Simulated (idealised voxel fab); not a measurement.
The process module presented herein is designated voxel capacitor over wiring.
The cross-section on display is named cut; it measures 215 nm wide, and its cells are 5 nm squares.
Cross-section = grid of square cells, listed top down in bands; band = one or more rows.
Band entry format. Leading values: height of top, height of bottom, nm. Remainder: materials in left-to-right order, each with its width in nm. Special words: "all across" on a single material, which then fills the band edge to edge; "empty", empty space.
Convention: height 0 is the level below which the wafer, as received, is all one material. The lowest band does not terminate at the bottom but continues downward, represented as "0 nm and below".
The two numbers in a width such as "30->40" mark its ends across the band: the first belongs to the top row of cells, the second to the bottom row, and from each row to the next the width moves by the same amount.
"no modification" for a step: no cell of the cross-section changed in that step.
"Closed empty spaces" means: voids of 8 cells or more that are shut off from the top with no open way through. Written width x height at distance, distance from the left edge, in nm.
Read whatever lies past the settings on a step's line as the simulator's own remark about the step.
overlay nm: where the mask lay relative to plan, measured to the right, on steps with a mask; negatives go left.
Steps in the process plan:
1,RECEIVE, material Si
2,CONFORMAL_DEP, material SiO2, thk nm 15
3,CONFORMAL_DEP, material SiN, thk nm 5
4,DIRECTIONAL_DEP, material lowk, thk nm 20
5,MASKED_ETCH, tone open, mask id METAL_1, width nm 25, pitch nm 95, etch materials lowk, depth nm 20, overlay nm 0
6,MASKED_ETCH, tone open, mask id METAL_1, width nm 25, pitch nm 95, etch materials SiN, depth nm 5, overlay nm 0
7,CONFORMAL_DEP, material TiN, thk nm 5
8,FILL_DEP, material W, thk nm 5
9,CMP, height nm 40
10,EPI, material Ru, thk nm 5
11,FILL_DEP, material SiCN, thk nm 5
12,DIRECTIONAL_DEP, material SiO2, thk nm 10
13,PATTERN, tone open, mask id PLUG_1, material resist, width nm 15, thk nm 15, overlay nm 0
14,DIRECTIONAL_ETCH, etch materials SiO2, depth nm 10
15,DIRECTIONAL_ETCH, etch materials SiCN, depth nm 5
16,STRIP, etch materials resist
17,CONFORMAL_DEP, material TiN, thk nm 5
18,FILL_DEP, material Ru, thk nm 5
19,CMP, height nm 60
20,DIRECTIONAL_DEP, material TiN, thk nm 10
21,DIRECTIONAL_DEP, material HfO2, thk nm 5
22,DIRECTIONAL_DEP, material TiN, thk nm 10
23,DIRECTIONAL_DEP, material aC, thk nm 10
24,PATTERN, tone cover, mask id UPPER_PLATE, material resist, width nm 75, thk nm 25, overlay nm 0
25,DIRECTIONAL_ETCH, etch materials aC, depth nm 10
26,STRIP, etch materials resist
27,DIRECTIONAL_ETCH, etch materials TiN, depth nm 10
28,DIRECTIONAL_ETCH, etch materials HfO2, depth nm 5
29,STRIP, etch materials aC
30,MASKED_ETCH, tone cover, mask id LOWER_PLATE, width nm 85, etch materials TiN, depth nm 10, overlay nm 0
31,FILL_DEP, material SiO2, thk nm 20
32,CMP, height nm 100
33,PATTERN, tone open, mask id PLUG_2, material resist, width nm 15, thk nm 20, overlay nm 0
34,DIRECTIONAL_ETCH, etch materials SiO2, depth nm 15
35,STRIP, etch materials resist
36,CONFORMAL_DEP, material TiN, thk nm 5
37,FILL_DEP, material Ru, thk nm 5
38,CMP, height nm 100
39,CONFORMAL_DEP, material SiN, thk nm 5
The cross-section here shows the wafer as received, i.e. in its state after step 1:
> 0 nm and below  Si all across
> Closed empty spaces: none
Here's the cross-section of the first of our two wafers at the end of the module - it ran as planned:
> 105 nm to 100 nm  SiN all across
> 100 nm to 90 nm  SiO2: 65  TiN: 5  Ru: 5  TiN: 5  SiO2: 135
> 90 nm to 85 nm  SiO2: 65  TiN: 15  SiO2: 135
> 85 nm to 75 nm  SiO2: 55  TiN: 75  SiO2: 85
> 75 nm to 70 nm  SiO2: 55  HfO2: 75  SiO2: 85
> 70 nm to 60 nm  SiO2: 50  TiN: 85  SiO2: 80
> 60 nm to 50 nm  SiO2: 55  TiN: 5  Ru: 5  TiN: 5  SiO2: 145
> 50 nm to 45 nm  SiCN: 55  TiN: 15  SiCN: 145
> 45 nm to 40 nm  SiCN: 40  Ru: 35  SiCN: 60  Ru: 35  SiCN: 45
> 40 nm to 20 nm  lowk: 45  TiN: 5  W: 15  TiN: 5  lowk: 70  TiN: 5  W: 15  TiN: 5  lowk: 50
> 20 nm to 15 nm  SiN: 45  TiN: 25  SiN: 70  TiN: 25  SiN: 50
> 15 nm to 0 nm  SiO2 all across
> 0 nm and below  Si all across
> Closed empty spaces: none
Wafer two cross-section, module end. Start and plan unchanged from wafer one; one mistake made during the run:
> 105 nm to 100 nm  SiN all across
> 100 nm to 90 nm  SiO2: 65  TiN: 5  Ru: 5  TiN: 5  SiO2: 135
> 90 nm to 85 nm  SiO2: 65  TiN: 15  SiO2: 135
> 85 nm to 75 nm  SiO2: 55  TiN: 75  SiO2: 85
> 75 nm to 70 nm  SiO2: 55  HfO2: 75  SiO2: 85
> 70 nm to 60 nm  SiO2: 50  TiN: 85  SiO2: 80
> 60 nm to 50 nm  SiO2: 55  TiN: 5  SiO2: 5  TiN: 5  SiO2: 145
> 50 nm to 45 nm  SiCN: 55  TiN: 15  SiCN: 145
> 45 nm to 40 nm  SiCN: 40  Ru: 35  SiCN: 60  Ru: 35  SiCN: 45
> 40 nm to 20 nm  lowk: 45  TiN: 5  W: 15  TiN: 5  lowk: 70  TiN: 5  W: 15  TiN: 5  lowk: 50
> 20 nm to 15 nm  SiN: 45  TiN: 25  SiN: 70  TiN: 25  SiN: 50
> 15 nm to 0 nm  SiO2 all across
> 0 nm and below  Si all across
> Closed empty spaces: none
what went wrong: planned and actual differ for step 18; actual: FILL_DEP, material SiO2, thk nm 5
Final wafer comparison in cells, second versus first, more or fewer per material: Ru -2, SiO2 +2
